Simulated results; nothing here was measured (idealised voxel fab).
Process module under the name voxel ribs on slabs
Each square cell in cross-section cut measures 5 nm, and the section as a whole is 215 nm wide.
Cross-section = grid of square cells, listed top down in bands; band = one or more rows.
Within each band entry, the heights of the top and of the bottom of the band appear first, in that order and in nm; the materials of the band then follow from left to right, each with its corresponding width in nm. The designation "full width" on a single material indicates that it fills the band from edge to edge; the designation "air" indicates empty space.
Heights are measured from 0, the level below which the as-received wafer is all one material; the lowest band has no bottom and continues downward, written as in "0..down".
With a width like "30 to 40", each row of cells in the band differs from the next by the same amount, the top row carrying the first number and the bottom row the second.
Basically "nothing was modified" means that step didn't change any cell in the cross-section.
"Closed void register" - sealed voids, min. 8 cells, no opening to top; format: width x height at distance (distance from left edge; nm throughout).
Past the settings on a step's line: simulator remark, on that step.
The optional step-line setting "overlay nm" applies to steps with a mask and quantifies how far to the right of its planned location the mask lay, a negative value indicating leftward placement.

LIST OF PLANNED PROCESS STEPS
1 RECEIVE, material Si
2 DIRECTIONAL_DEP, material SiO2, thk nm 20
3 DIRECTIONAL_DEP, material SiN, thk nm 25
4 MASKED_ETCH, tone cover, mask id RIB, width nm 30, etch materials SiN, depth nm 10, overlay nm 0
5 MASKED_ETCH, tone cover, mask id SLAB, width nm 70, etch materials SiN, depth nm 15, overlay nm 0
6 FILL_DEP, material SiO2, thk nm 20
7 CMP, height nm 55
8 DIRECTIONAL_DEP, material W, thk nm 5
9 MASKED_ETCH, tone cover, mask id HEATER, width nm 40, etch materials W, depth nm 5, overlay nm 0
10 CONFORMAL_DEP, material SiO2, thk nm 5

STEP 1 COMPLETE: CROSS-SECTION OF THE WAFER AS RECEIVED
	0..down = Si full width
	Closed void register: none

THE CROSS-SECTION SHOWN CORRESPONDS TO THE WAFER AT THE CONCLUSION OF THE MODULE. THE INITIAL STRUCTURE AND THE PROCESS PLAN ARE THOSE PRESENTED ABOVE; HOWEVER, ONE MISTAKE OCCURRED IN EXECUTING THE PLAN
	65..60 = air=80 | SiO2=50 | air=85
	60..55 = SiO2=85 | W=40 | SiO2=90
	55..45 = SiO2 full width
	45..30 = SiO2=90 | SiN=30 | SiO2=95
	30..20 = SiO2=70 | SiN=70 | SiO2=75
	20..0 = SiO2 full width
	0..down = Si full width
	Closed void register: none
In executing the process, a mistake was made relative to the plan: step 4 changed vs plan, executed as MASKED_ETCH, tone cover, mask id RIB, width nm 30, etch materials SiN, depth nm 15, overlay nm 0
